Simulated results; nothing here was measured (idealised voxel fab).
process module | voxel transistor to metal
cross-section cut | 300 nm wide | cells 5 nm
A cross-section is a grid of square cells, given in bands from the top down. A band is one or more rows of cells.
Each band's line starts with the height of the band's top and of its bottom, in nm. Then come its materials from left to right, each with its width in nm. One material with "throughout" fills the band from edge to edge. "air" is empty space.
Height 0 is the level under which the wafer as received is all one material. The lowest band goes on downwards, as in "0 down".
A width such as "30 to 40" changes by the same amount from each row of cells to the next, from the band's top row to its bottom row.
"no change" after a step means that no cell of the cross-section changed.
closed voids: empty space of 8 cells or more with no open way to the top, each as width x height at its distance from the left edge, in nm
after a step's settings: what the simulator itself notes on the step
overlay nm, on a step with a mask: how far to the right of its planned place the mask lay; to the left if negative
plan
1 op RECEIVE | material Si
2 op CONFORMAL_DEP | material SiO2 | thk nm 5
3 op CONFORMAL_DEP | material SiN | thk nm 15
4 op PATTERN | tone cover | mask id ACTIVE | material resist | width nm 100 | pitch nm 125 | thk nm 15 | overlay nm 0
5 op DIRECTIONAL_ETCH | etch materials SiN | depth nm 15
6 op DIRECTIONAL_ETCH | etch materials SiO2 | depth nm 5
7 op DIRECTIONAL_ETCH | etch materials Si | depth nm 20
8 op STRIP | etch materials resist
9 op FILL_DEP | material SiO2 | thk nm 10
10 op CMP | height nm 20
11 op SELECTIVE_ETCH | etch materials SiO2 | depth nm 15
12 op STRIP | etch materials SiN
13 op SELECTIVE_ETCH | etch materials SiO2 | depth nm 5
14 op OXIDIZE | depth nm 5
15 op DIRECTIONAL_DEP | material polySi | thk nm 30
16 op DIRECTIONAL_DEP | material SiCN | thk nm 10
17 op PATTERN | tone cover | mask id GATE | material resist | width nm 20 | pitch nm 125 | thk nm 20 | overlay nm 0
18 op DIRECTIONAL_ETCH | etch materials SiCN | depth nm 20
19 op DIRECTIONAL_ETCH | etch materials polySi | depth nm 40
20 op STRIP | etch materials resist
21 op CONFORMAL_DEP | material SiO2 | thk nm 5
22 op DIRECTIONAL_ETCH | etch materials SiO2 | depth nm 5
23 op CONFORMAL_DEP | material SiN | thk nm 5
24 op DIRECTIONAL_ETCH | etch materials SiN | depth nm 5
25 op DIRECTIONAL_ETCH | etch materials SiO2 | depth nm 5
26 op DIRECTIONAL_ETCH | etch materials Si | depth nm 10
27 op EPI | material pSi | thk nm 15
28 op FILL_DEP | material SiO2 | thk nm 10
29 op CMP | height nm 40
30 op DIRECTIONAL_DEP | material SiO2 | thk nm 10
31 op PATTERN | tone open | mask id CONTACT | material resist | width nm 30 | thk nm 20 | overlay nm 0
32 op DIRECTIONAL_ETCH | etch materials SiO2 | depth nm 50
33 op STRIP | etch materials resist
34 op CONFORMAL_DEP | material TiN | thk nm 5
35 op FILL_DEP | material Ru | thk nm 5
36 op CMP | height nm 50
37 op DIRECTIONAL_DEP | material TiN | thk nm 5
38 op DIRECTIONAL_DEP | material W | thk nm 25
39 op DIRECTIONAL_DEP | material aC | thk nm 10
40 op PATTERN | tone cover | mask id METAL_1 | material resist | width nm 15 | thk nm 30 | overlay nm 0
41 op DIRECTIONAL_ETCH | etch materials aC | depth nm 10
42 op STRIP | etch materials resist
43 op DIRECTIONAL_ETCH | etch materials W | depth nm 25
44 op DIRECTIONAL_ETCH | etch materials TiN | depth nm 5
45 op STRIP | etch materials aC
46 op CONFORMAL_DEP | material SiCN | thk nm 5
47 op FILL_DEP | material SiO2 | thk nm 10
48 op CMP | height nm 80
49 op CONFORMAL_DEP | material SiCN | thk nm 5
first wafer, as planned
as received, after step 1
  0 down: Si throughout
  closed voids: none
after step 2
  5 to 0: SiO2 throughout
  below 0: unchanged
after step 3
  20 to 5: SiN throughout
  below 5: unchanged
after step 4
  35 to 20: air 35 | resist 100 | air 25 | resist 100 | air 40
  below 20: unchanged
after step 5
  35 to 20: air 35 | resist 100 | air 25 | resist 100 | air 40
  20 to 5: air 35 | SiN 100 | air 25 | SiN 100 | air 40
  below 5: unchanged
after step 6
  35 to 20: air 35 | resist 100 | air 25 | resist 100 | air 40
  20 to 5: air 35 | SiN 100 | air 25 | SiN 100 | air 40
  5 to 0: air 35 | SiO2 100 | air 25 | SiO2 100 | air 40
  below 0: unchanged
after step 7
  35 to 20: air 35 | resist 100 | air 25 | resist 100 | air 40
  20 to 5: air 35 | SiN 100 | air 25 | SiN 100 | air 40
  5 to 0: air 35 | SiO2 100 | air 25 | SiO2 100 | air 40
  0 to -20: air 35 | Si 100 | air 25 | Si 100 | air 40
  below -20: unchanged
after step 8
  20 to 5: air 35 | SiN 100 | air 25 | SiN 100 | air 40
  below 5: unchanged
after step 9
  30 to 20: SiO2 throughout
  20 to 5: SiO2 35 | SiN 100 | SiO2 25 | SiN 100 | SiO2 40
  5 to 0: SiO2 throughout
  0 to -20: SiO2 35 | Si 100 | SiO2 25 | Si 100 | SiO2 40
  below -20: unchanged
after step 10
  20 to 5: SiO2 35 | SiN 100 | SiO2 25 | SiN 100 | SiO2 40
  below 5: unchanged
after step 11
  20 to 5: air 35 | SiN 100 | air 25 | SiN 100 | air 40
  below 5: unchanged
after step 12
  5 to 0: SiO2 throughout
  below 0: unchanged
after step 13
  0 to -20: SiO2 35 | Si 100 | SiO2 25 | Si 100 | SiO2 40
  below -20: unchanged
after step 14
  0 to -5: SiO2 throughout
  below -5: unchanged
after step 15
  30 to 0: polySi throughout
  below 0: unchanged
after step 16
  40 to 30: SiCN throughout
  below 30: unchanged
after step 17
  60 to 40: air 75 | resist 20 | air 105 | resist 20 | air 80
  below 40: unchanged
after step 18
  60 to 40: air 75 | resist 20 | air 105 | resist 20 | air 80
  40 to 30: air 75 | SiCN 20 | air 105 | SiCN 20 | air 80
  below 30: unchanged
after step 19
  60 to 40: air 75 | resist 20 | air 105 | resist 20 | air 80
  40 to 30: air 75 | SiCN 20 | air 105 | SiCN 20 | air 80
  30 to 0: air 75 | polySi 20 | air 105 | polySi 20 | air 80
  below 0: unchanged
after step 20
  40 to 30: air 75 | SiCN 20 | air 105 | SiCN 20 | air 80
  below 30: unchanged
after step 21
  45 to 40: air 70 | SiO2 30 | air 95 | SiO2 30 | air 75
  40 to 30: air 70 | SiO2 5 | SiCN 20 | SiO2 5 | air 95 | SiO2 5 | SiCN 20 | SiO2 5 | air 75
  30 to 5: air 70 | SiO2 5 | polySi 20 | SiO2 5 | air 95 | SiO2 5 | polySi 20 | SiO2 5 | air 75
  5 to 0: SiO2 75 | polySi 20 | SiO2 105 | polySi 20 | SiO2 80
  below 0: unchanged
after step 22
  40 to 30: air 70 | SiO2 5 | SiCN 20 | SiO2 5 | air 95 | SiO2 5 | SiCN 20 | SiO2 5 | air 75
  30 to 0: air 70 | SiO2 5 | polySi 20 | SiO2 5 | air 95 | SiO2 5 | polySi 20 | SiO2 5 | air 75
  below 0: unchanged
after step 23
  45 to 40: air 65 | SiN 40 | air 85 | SiN 40 | air 70
  40 to 30: air 65 | SiN 5 | SiO2 5 | SiCN 20 | SiO2 5 | SiN 5 | air 85 | SiN 5 | SiO2 5 | SiCN 20 | SiO2 5 | SiN 5 | air 70
  30 to 5: air 65 | SiN 5 | SiO2 5 | polySi 20 | SiO2 5 | SiN 5 | air 85 | SiN 5 | SiO2 5 | polySi 20 | SiO2 5 | SiN 5 | air 70
  5 to 0: SiN 70 | SiO2 5 | polySi 20 | SiO2 5 | SiN 95 | SiO2 5 | polySi 20 | SiO2 5 | SiN 75
  below 0: unchanged
after step 24
  40 to 30: air 65 | SiN 5 | SiO2 5 | SiCN 20 | SiO2 5 | SiN 5 | air 85 | SiN 5 | SiO2 5 | SiCN 20 | SiO2 5 | SiN 5 | air 70
  30 to 0: air 65 | SiN 5 | SiO2 5 | polySi 20 | SiO2 5 | SiN 5 | air 85 | SiN 5 | SiO2 5 | polySi 20 | SiO2 5 | SiN 5 | air 70
  below 0: unchanged
after step 25
  40 to 35: air 65 | SiN 5 | air 5 | SiCN 20 | air 5 | SiN 5 | air 85 | SiN 5 | air 5 | SiCN 20 | air 5 | SiN 5 | air 70
  35 to 30: air 65 | SiN 5 | SiO2 5 | SiCN 20 | SiO2 5 | SiN 5 | air 85 | SiN 5 | SiO2 5 | SiCN 20 | SiO2 5 | SiN 5 | air 70
  30 to 0: air 65 | SiN 5 | SiO2 5 | polySi 20 | SiO2 5 | SiN 5 | air 85 | SiN 5 | SiO2 5 | polySi 20 | SiO2 5 | SiN 5 | air 70
  0 to -5: air 65 | SiO2 40 | air 85 | SiO2 40 | air 70
  below -5: unchanged
after step 26
  40 to 35: air 65 | SiN 5 | air 5 | SiCN 20 | air 5 | SiN 5 | air 85 | SiN 5 | air 5 | SiCN 20 | air 5 | SiN 5 | air 70
  35 to 30: air 65 | SiN 5 | SiO2 5 | SiCN 20 | SiO2 5 | SiN 5 | air 85 | SiN 5 | SiO2 5 | SiCN 20 | SiO2 5 | SiN 5 | air 70
  30 to 0: air 65 | SiN 5 | SiO2 5 | polySi 20 | SiO2 5 | SiN 5 | air 85 | SiN 5 | SiO2 5 | polySi 20 | SiO2 5 | SiN 5 | air 70
  0 to -5: air 65 | SiO2 40 | air 85 | SiO2 40 | air 70
  -5 to -15: SiO2 35 | air 30 | Si 40 | air 30 | SiO2 25 | air 30 | Si 40 | air 30 | SiO2 40
  below -15: unchanged
after step 27
  40 to 35: air 65 | SiN 5 | air 5 | SiCN 20 | air 5 | SiN 5 | air 85 | SiN 5 | air 5 | SiCN 20 | air 5 | SiN 5 | air 70
  35 to 30: air 65 | SiN 5 | SiO2 5 | SiCN 20 | SiO2 5 | SiN 5 | air 85 | SiN 5 | SiO2 5 | SiCN 20 | SiO2 5 | SiN 5 | air 70
  30 to 10: air 65 | SiN 5 | SiO2 5 | polySi 20 | SiO2 5 | SiN 5 | air 85 | SiN 5 | SiO2 5 | polySi 20 | SiO2 5 | SiN 5 | air 70
  10 to 0: air 50 | pSi 15 | SiN 5 | SiO2 5 | polySi 20 | SiO2 5 | SiN 5 | pSi 15 | air 55 | pSi 15 | SiN 5 | SiO2 5 | polySi 20 | SiO2 5 | SiN 5 | pSi 15 | air 55
  0 to -5: air 30 | pSi 35 | SiO2 40 | pSi 35 | air 15 | pSi 35 | SiO2 40 | pSi 35 | air 35
  -5 to -15: SiO2 35 | pSi 30 | Si 40 | pSi 30 | SiO2 25 | pSi 30 | Si 40 | pSi 30 | SiO2 40
  below -15: unchanged
after step 28
  50 to 40: SiO2 throughout
  40 to 30: SiO2 65 | SiN 5 | SiO2 5 | SiCN 20 | SiO2 5 | SiN 5 | SiO2 85 | SiN 5 | SiO2 5 | SiCN 20 | SiO2 5 | SiN 5 | SiO2 70
  30 to 10: SiO2 65 | SiN 5 | SiO2 5 | polySi 20 | SiO2 5 | SiN 5 | SiO2 85 | SiN 5 | SiO2 5 | polySi 20 | SiO2 5 | SiN 5 | SiO2 70
  10 to 0: SiO2 50 | pSi 15 | SiN 5 | SiO2 5 | polySi 20 | SiO2 5 | SiN 5 | pSi 15 | SiO2 55 | pSi 15 | SiN 5 | SiO2 5 | polySi 20 | SiO2 5 | SiN 5 | pSi 15 | SiO2 55
  0 to -5: SiO2 30 | pSi 35 | SiO2 40 | pSi 35 | SiO2 15 | pSi 35 | SiO2 40 | pSi 35 | SiO2 35
  below -5: unchanged
after step 29
  40 to 30: SiO2 65 | SiN 5 | SiO2 5 | SiCN 20 | SiO2 5 | SiN 5 | SiO2 85 | SiN 5 | SiO2 5 | SiCN 20 | SiO2 5 | SiN 5 | SiO2 70
  below 30: unchanged
after step 30
  50 to 40: SiO2 throughout
  below 40: unchanged
after step 31
  70 to 50: resist 40 | air 30 | resist 30 | air 30 | resist 35 | air 30 | resist 30 | air 30 | resist 45
  below 50: unchanged
after step 32
  70 to 50: resist 40 | air 30 | resist 30 | air 30 | resist 35 | air 30 | resist 30 | air 30 | resist 45
  50 to 40: SiO2 40 | air 30 | SiO2 30 | air 30 | SiO2 35 | air 30 | SiO2 30 | air 30 | SiO2 45
  40 to 30: SiO2 40 | air 25 | SiN 5 | SiO2 5 | SiCN 20 | SiO2 5 | SiN 5 | air 25 | SiO2 35 | air 25 | SiN 5 | SiO2 5 | SiCN 20 | SiO2 5 | SiN 5 | air 25 | SiO2 45
  30 to 10: SiO2 40 | air 25 | SiN 5 | SiO2 5 | polySi 20 | SiO2 5 | SiN 5 | air 25 | SiO2 35 | air 25 | SiN 5 | SiO2 5 | polySi 20 | SiO2 5 | SiN 5 | air 25 | SiO2 45
  10 to 0: SiO2 40 | air 10 | pSi 15 | SiN 5 | SiO2 5 | polySi 20 | SiO2 5 | SiN 5 | pSi 15 | air 10 | SiO2 35 | air 10 | pSi 15 | SiN 5 | SiO2 5 | polySi 20 | SiO2 5 | SiN 5 | pSi 15 | air 10 | SiO2 45
  below 0: unchanged
after step 33
  50 to 40: SiO2 40 | air 30 | SiO2 30 | air 30 | SiO2 35 | air 30 | SiO2 30 | air 30 | SiO2 45
  below 40: unchanged
after step 34
  55 to 50: TiN 45 | air 20 | TiN 40 | air 20 | TiN 45 | air 20 | TiN 40 | air 20 | TiN 50
  50 to 40: SiO2 40 | TiN 5 | air 20 to 15 | TiN 5 to 10 | SiO2 30 | TiN 5 to 10 | air 20 to 15 | TiN 5 | SiO2 35 | TiN 5 | air 20 to 15 | TiN 5 to 10 | SiO2 30 | TiN 5 to 10 | air 20 to 15 | TiN 5 | SiO2 45
  40 to 30: SiO2 40 | TiN 5 | air 15 | TiN 5 | SiN 5 | SiO2 5 | SiCN 20 | SiO2 5 | SiN 5 | TiN 5 | air 15 | TiN 5 | SiO2 35 | TiN 5 | air 15 | TiN 5 | SiN 5 | SiO2 5 | SiCN 20 | SiO2 5 | SiN 5 | TiN 5 | air 15 | TiN 5 | SiO2 45
  30 to 15: SiO2 40 | TiN 5 | air 15 | TiN 5 | SiN 5 | SiO2 5 | polySi 20 | SiO2 5 | SiN 5 | TiN 5 | air 15 | TiN 5 | SiO2 35 | TiN 5 | air 15 | TiN 5 | SiN 5 | SiO2 5 | polySi 20 | SiO2 5 | SiN 5 | TiN 5 | air 15 | TiN 5 | SiO2 45
  15 to 10: SiO2 40 | TiN 25 | SiN 5 | SiO2 5 | polySi 20 | SiO2 5 | SiN 5 | TiN 25 | SiO2 35 | TiN 25 | SiN 5 | SiO2 5 | polySi 20 | SiO2 5 | SiN 5 | TiN 25 | SiO2 45
  10 to 0: SiO2 40 | TiN 10 | pSi 15 | SiN 5 | SiO2 5 | polySi 20 | SiO2 5 | SiN 5 | pSi 15 | TiN 10 | SiO2 35 | TiN 10 | pSi 15 | SiN 5 | SiO2 5 | polySi 20 | SiO2 5 | SiN 5 | pSi 15 | TiN 10 | SiO2 45
  below 0: unchanged
after step 35
  60 to 55: Ru throughout
  55 to 50: TiN 45 | Ru 20 | TiN 40 | Ru 20 | TiN 45 | Ru 20 | TiN 40 | Ru 20 | TiN 50
  50 to 40: SiO2 40 | TiN 5 | Ru 20 to 15 | TiN 5 to 10 | SiO2 30 | TiN 5 to 10 | Ru 20 to 15 | TiN 5 | SiO2 35 | TiN 5 | Ru 20 to 15 | TiN 5 to 10 | SiO2 30 | TiN 5 to 10 | Ru 20 to 15 | TiN 5 | SiO2 45
  40 to 30: SiO2 40 | TiN 5 | Ru 15 | TiN 5 | SiN 5 | SiO2 5 | SiCN 20 | SiO2 5 | SiN 5 | TiN 5 | Ru 15 | TiN 5 | SiO2 35 | TiN 5 | Ru 15 | TiN 5 | SiN 5 | SiO2 5 | SiCN 20 | SiO2 5 | SiN 5 | TiN 5 | Ru 15 | TiN 5 | SiO2 45
  30 to 15: SiO2 40 | TiN 5 | Ru 15 | TiN 5 | SiN 5 | SiO2 5 | polySi 20 | SiO2 5 | SiN 5 | TiN 5 | Ru 15 | TiN 5 | SiO2 35 | TiN 5 | Ru 15 | TiN 5 | SiN 5 | SiO2 5 | polySi 20 | SiO2 5 | SiN 5 | TiN 5 | Ru 15 | TiN 5 | SiO2 45
  below 15: unchanged
after step 36
  50 to 40: SiO2 40 | TiN 5 | Ru 20 to 15 | TiN 5 to 10 | SiO2 30 | TiN 5 to 10 | Ru 20 to 15 | TiN 5 | SiO2 35 | TiN 5 | Ru 20 to 15 | TiN 5 to 10 | SiO2 30 | TiN 5 to 10 | Ru 20 to 15 | TiN 5 | SiO2 45
  below 40: unchanged
after step 37
  55 to 50: TiN throughout
  below 50: unchanged
after step 38
  80 to 55: W throughout
  below 55: unchanged
after step 39
  90 to 80: aC throughout
  below 80: unchanged
after step 40
  120 to 90: air 40 | resist 15 | air 60 | resist 15 | air 35 | resist 15 | air 60 | resist 15 | air 45
  below 90: unchanged
after step 41
  110 to 90: air 40 | resist 15 | air 60 | resist 15 | air 35 | resist 15 | air 60 | resist 15 | air 45
  90 to 80: air 40 | aC 15 | air 60 | aC 15 | air 35 | aC 15 | air 60 | aC 15 | air 45
  below 80: unchanged
after step 42
  90 to 80: air 40 | aC 15 | air 60 | aC 15 | air 35 | aC 15 | air 60 | aC 15 | air 45
  below 80: unchanged
after step 43
  90 to 80: air 40 | aC 15 | air 60 | aC 15 | air 35 | aC 15 | air 60 | aC 15 | air 45
  80 to 55: air 40 | W 15 | air 60 | W 15 | air 35 | W 15 | air 60 | W 15 | air 45
  below 55: unchanged
after step 44
  90 to 80: air 40 | aC 15 | air 60 | aC 15 | air 35 | aC 15 | air 60 | aC 15 | air 45
  80 to 55: air 40 | W 15 | air 60 | W 15 | air 35 | W 15 | air 60 | W 15 | air 45
  55 to 50: air 40 | TiN 15 | air 60 | TiN 15 | air 35 | TiN 15 | air 60 | TiN 15 | air 45
  below 50: unchanged
after step 45
  80 to 55: air 40 | W 15 | air 60 | W 15 | air 35 | W 15 | air 60 | W 15 | air 45
  below 55: unchanged
after step 46
  85 to 80: air 35 | SiCN 25 | air 50 | SiCN 25 | air 25 | SiCN 25 | air 50 | SiCN 25 | air 40
  80 to 55: air 35 | SiCN 5 | W 15 | SiCN 5 | air 50 | SiCN 5 | W 15 | SiCN 5 | air 25 | SiCN 5 | W 15 | SiCN 5 | air 50 | SiCN 5 | W 15 | SiCN 5 | air 40
  55 to 50: SiCN 40 | TiN 15 | SiCN 60 | TiN 15 | SiCN 35 | TiN 15 | SiCN 60 | TiN 15 | SiCN 45
  below 50: unchanged
after step 47
  95 to 85: SiO2 throughout
  85 to 80: SiO2 35 | SiCN 25 | SiO2 50 | SiCN 25 | SiO2 25 | SiCN 25 | SiO2 50 | SiCN 25 | SiO2 40
  80 to 55: SiO2 35 | SiCN 5 | W 15 | SiCN 5 | SiO2 50 | SiCN 5 | W 15 | SiCN 5 | SiO2 25 | SiCN 5 | W 15 | SiCN 5 | SiO2 50 | SiCN 5 | W 15 | SiCN 5 | SiO2 40
  below 55: unchanged
after step 48
  80 to 55: SiO2 35 | SiCN 5 | W 15 | SiCN 5 | SiO2 50 | SiCN 5 | W 15 | SiCN 5 | SiO2 25 | SiCN 5 | W 15 | SiCN 5 | SiO2 50 | SiCN 5 | W 15 | SiCN 5 | SiO2 40
  below 55: unchanged
after step 49
  85 to 80: SiCN throughout
  below 80: unchanged
second wafer: like start, like plan, one mistake. Through step 22 it matches the first wafer
when step 23 should have ended
  45 to 40: air 65 | SiCN 40 | air 85 | SiCN 40 | air 70
  40 to 30: air 65 | SiCN 5 | SiO2 5 | SiCN 20 | SiO2 5 | SiCN 5 | air 85 | SiCN 5 | SiO2 5 | SiCN 20 | SiO2 5 | SiCN 5 | air 70
  30 to 5: air 65 | SiCN 5 | SiO2 5 | polySi 20 | SiO2 5 | SiCN 5 | air 85 | SiCN 5 | SiO2 5 | polySi 20 | SiO2 5 | SiCN 5 | air 70
  5 to 0: SiCN 70 | SiO2 5 | polySi 20 | SiO2 5 | SiCN 95 | SiO2 5 | polySi 20 | SiO2 5 | SiCN 75
  below 0: unchanged
when step 24 should have ended: no change
when step 25 should have ended: no change
when step 26 should have ended: no change
when step 27 should have ended: no change
when step 28 should have ended
  55 to 45: SiO2 throughout
  45 to 40: SiO2 65 | SiCN 40 | SiO2 85 | SiCN 40 | SiO2 70
  40 to 30: SiO2 65 | SiCN 5 | SiO2 5 | SiCN 20 | SiO2 5 | SiCN 5 | SiO2 85 | SiCN 5 | SiO2 5 | SiCN 20 | SiO2 5 | SiCN 5 | SiO2 70
  30 to 5: SiO2 65 | SiCN 5 | SiO2 5 | polySi 20 | SiO2 5 | SiCN 5 | SiO2 85 | SiCN 5 | SiO2 5 | polySi 20 | SiO2 5 | SiCN 5 | SiO2 70
  below 5: unchanged
when step 29 should have ended
  40 to 30: SiO2 65 | SiCN 5 | SiO2 5 | SiCN 20 | SiO2 5 | SiCN 5 | SiO2 85 | SiCN 5 | SiO2 5 | SiCN 20 | SiO2 5 | SiCN 5 | SiO2 70
  below 30: unchanged
when step 30 should have ended
  50 to 40: SiO2 throughout
  below 40: unchanged
when step 31 should have ended
  70 to 50: resist 40 | air 30 | resist 30 | air 30 | resist 35 | air 30 | resist 30 | air 30 | resist 45
  below 50: unchanged
when step 32 should have ended
  70 to 50: resist 40 | air 30 | resist 30 | air 30 | resist 35 | air 30 | resist 30 | air 30 | resist 45
  50 to 40: SiO2 40 | air 30 | SiO2 30 | air 30 | SiO2 35 | air 30 | SiO2 30 | air 30 | SiO2 45
  40 to 30: SiO2 40 | air 25 | SiCN 5 | SiO2 5 | SiCN 20 | SiO2 5 | SiCN 5 | air 25 | SiO2 35 | air 25 | SiCN 5 | SiO2 5 | SiCN 20 | SiO2 5 | SiCN 5 | air 25 | SiO2 45
  30 to 5: SiO2 40 | air 25 | SiCN 5 | SiO2 5 | polySi 20 | SiO2 5 | SiCN 5 | air 25 | SiO2 35 | air 25 | SiCN 5 | SiO2 5 | polySi 20 | SiO2 5 | SiCN 5 | air 25 | SiO2 45
  below 5: unchanged
when step 33 should have ended
  50 to 40: SiO2 40 | air 30 | SiO2 30 | air 30 | SiO2 35 | air 30 | SiO2 30 | air 30 | SiO2 45
  below 40: unchanged
when step 34 should have ended
  55 to 50: TiN 45 | air 20 | TiN 40 | air 20 | TiN 45 | air 20 | TiN 40 | air 20 | TiN 50
  50 to 40: SiO2 40 | TiN 5 | air 20 to 15 | TiN 5 to 10 | SiO2 30 | TiN 5 to 10 | air 20 to 15 | TiN 5 | SiO2 35 | TiN 5 | air 20 to 15 | TiN 5 to 10 | SiO2 30 | TiN 5 to 10 | air 20 to 15 | TiN 5 | SiO2 45
  40 to 30: SiO2 40 | TiN 5 | air 15 | TiN 5 | SiCN 5 | SiO2 5 | SiCN 20 | SiO2 5 | SiCN 5 | TiN 5 | air 15 | TiN 5 | SiO2 35 | TiN 5 | air 15 | TiN 5 | SiCN 5 | SiO2 5 | SiCN 20 | SiO2 5 | SiCN 5 | TiN 5 | air 15 | TiN 5 | SiO2 45
  30 to 10: SiO2 40 | TiN 5 | air 15 | TiN 5 | SiCN 5 | SiO2 5 | polySi 20 | SiO2 5 | SiCN 5 | TiN 5 | air 15 | TiN 5 | SiO2 35 | TiN 5 | air 15 | TiN 5 | SiCN 5 | SiO2 5 | polySi 20 | SiO2 5 | SiCN 5 | TiN 5 | air 15 | TiN 5 | SiO2 45
  10 to 5: SiO2 40 | TiN 25 | SiCN 5 | SiO2 5 | polySi 20 | SiO2 5 | SiCN 5 | TiN 25 | SiO2 35 | TiN 25 | SiCN 5 | SiO2 5 | polySi 20 | SiO2 5 | SiCN 5 | TiN 25 | SiO2 45
  below 5: unchanged
when step 35 should have ended
  60 to 55: Ru throughout
  55 to 50: TiN 45 | Ru 20 | TiN 40 | Ru 20 | TiN 45 | Ru 20 | TiN 40 | Ru 20 | TiN 50
  50 to 40: SiO2 40 | TiN 5 | Ru 20 to 15 | TiN 5 to 10 | SiO2 30 | TiN 5 to 10 | Ru 20 to 15 | TiN 5 | SiO2 35 | TiN 5 | Ru 20 to 15 | TiN 5 to 10 | SiO2 30 | TiN 5 to 10 | Ru 20 to 15 | TiN 5 | SiO2 45
  40 to 30: SiO2 40 | TiN 5 | Ru 15 | TiN 5 | SiCN 5 | SiO2 5 | SiCN 20 | SiO2 5 | SiCN 5 | TiN 5 | Ru 15 | TiN 5 | SiO2 35 | TiN 5 | Ru 15 | TiN 5 | SiCN 5 | SiO2 5 | SiCN 20 | SiO2 5 | SiCN 5 | TiN 5 | Ru 15 | TiN 5 | SiO2 45
  30 to 10: SiO2 40 | TiN 5 | Ru 15 | TiN 5 | SiCN 5 | SiO2 5 | polySi 20 | SiO2 5 | SiCN 5 | TiN 5 | Ru 15 | TiN 5 | SiO2 35 | TiN 5 | Ru 15 | TiN 5 | SiCN 5 | SiO2 5 | polySi 20 | SiO2 5 | SiCN 5 | TiN 5 | Ru 15 | TiN 5 | SiO2 45
  below 10: unchanged
when step 36 should have ended
  50 to 40: SiO2 40 | TiN 5 | Ru 20 to 15 | TiN 5 to 10 | SiO2 30 | TiN 5 to 10 | Ru 20 to 15 | TiN 5 | SiO2 35 | TiN 5 | Ru 20 to 15 | TiN 5 to 10 | SiO2 30 | TiN 5 to 10 | Ru 20 to 15 | TiN 5 | SiO2 45
  below 40: unchanged
when step 37 should have ended
  55 to 50: TiN throughout
  below 50: unchanged
when step 38 should have ended
  80 to 55: W throughout
  below 55: unchanged
when step 39 should have ended
  90 to 80: aC throughout
  below 80: unchanged
when step 40 should have ended
  120 to 90: air 40 | resist 15 | air 60 | resist 15 | air 35 | resist 15 | air 60 | resist 15 | air 45
  below 90: unchanged
when step 41 should have ended
  110 to 90: air 40 | resist 15 | air 60 | resist 15 | air 35 | resist 15 | air 60 | resist 15 | air 45
  90 to 80: air 40 | aC 15 | air 60 | aC 15 | air 35 | aC 15 | air 60 | aC 15 | air 45
  below 80: unchanged
when step 42 should have ended
  90 to 80: air 40 | aC 15 | air 60 | aC 15 | air 35 | aC 15 | air 60 | aC 15 | air 45
  below 80: unchanged
when step 43 should have ended
  90 to 80: air 40 | aC 15 | air 60 | aC 15 | air 35 | aC 15 | air 60 | aC 15 | air 45
  80 to 55: air 40 | W 15 | air 60 | W 15 | air 35 | W 15 | air 60 | W 15 | air 45
  below 55: unchanged
when step 44 should have ended
  90 to 80: air 40 | aC 15 | air 60 | aC 15 | air 35 | aC 15 | air 60 | aC 15 | air 45
  80 to 55: air 40 | W 15 | air 60 | W 15 | air 35 | W 15 | air 60 | W 15 | air 45
  55 to 50: air 40 | TiN 15 | air 60 | TiN 15 | air 35 | TiN 15 | air 60 | TiN 15 | air 45
  below 50: unchanged
when step 45 should have ended
  80 to 55: air 40 | W 15 | air 60 | W 15 | air 35 | W 15 | air 60 | W 15 | air 45
  below 55: unchanged
when step 46 should have ended
  85 to 80: air 35 | SiCN 25 | air 50 | SiCN 25 | air 25 | SiCN 25 | air 50 | SiCN 25 | air 40
  80 to 55: air 35 | SiCN 5 | W 15 | SiCN 5 | air 50 | SiCN 5 | W 15 | SiCN 5 | air 25 | SiCN 5 | W 15 | SiCN 5 | air 50 | SiCN 5 | W 15 | SiCN 5 | air 40
  55 to 50: SiCN 40 | TiN 15 | SiCN 60 | TiN 15 | SiCN 35 | TiN 15 | SiCN 60 | TiN 15 | SiCN 45
  below 50: unchanged
when step 47 should have ended
  95 to 85: SiO2 throughout
  85 to 80: SiO2 35 | SiCN 25 | SiO2 50 | SiCN 25 | SiO2 25 | SiCN 25 | SiO2 50 | SiCN 25 | SiO2 40
  80 to 55: SiO2 35 | SiCN 5 | W 15 | SiCN 5 | SiO2 50 | SiCN 5 | W 15 | SiCN 5 | SiO2 25 | SiCN 5 | W 15 | SiCN 5 | SiO2 50 | SiCN 5 | W 15 | SiCN 5 | SiO2 40
  below 55: unchanged
when step 48 should have ended
  80 to 55: SiO2 35 | SiCN 5 | W 15 | SiCN 5 | SiO2 50 | SiCN 5 | W 15 | SiCN 5 | SiO2 25 | SiCN 5 | W 15 | SiCN 5 | SiO2 50 | SiCN 5 | W 15 | SiCN 5 | SiO2 40
  below 55: unchanged
when step 49 should have ended
  85 to 80: SiCN throughout
  below 80: unchanged
what went wrong: step 23 ran as: op CONFORMAL_DEP | material SiCN | thk nm 5
at the end the second wafer has, in cells: 12 more of Ru | 48 more of Si | 76 more of SiCN | 32 fewer of SiN | 4 more of SiO2 | 8 fewer of TiN | 100 fewer of pSi
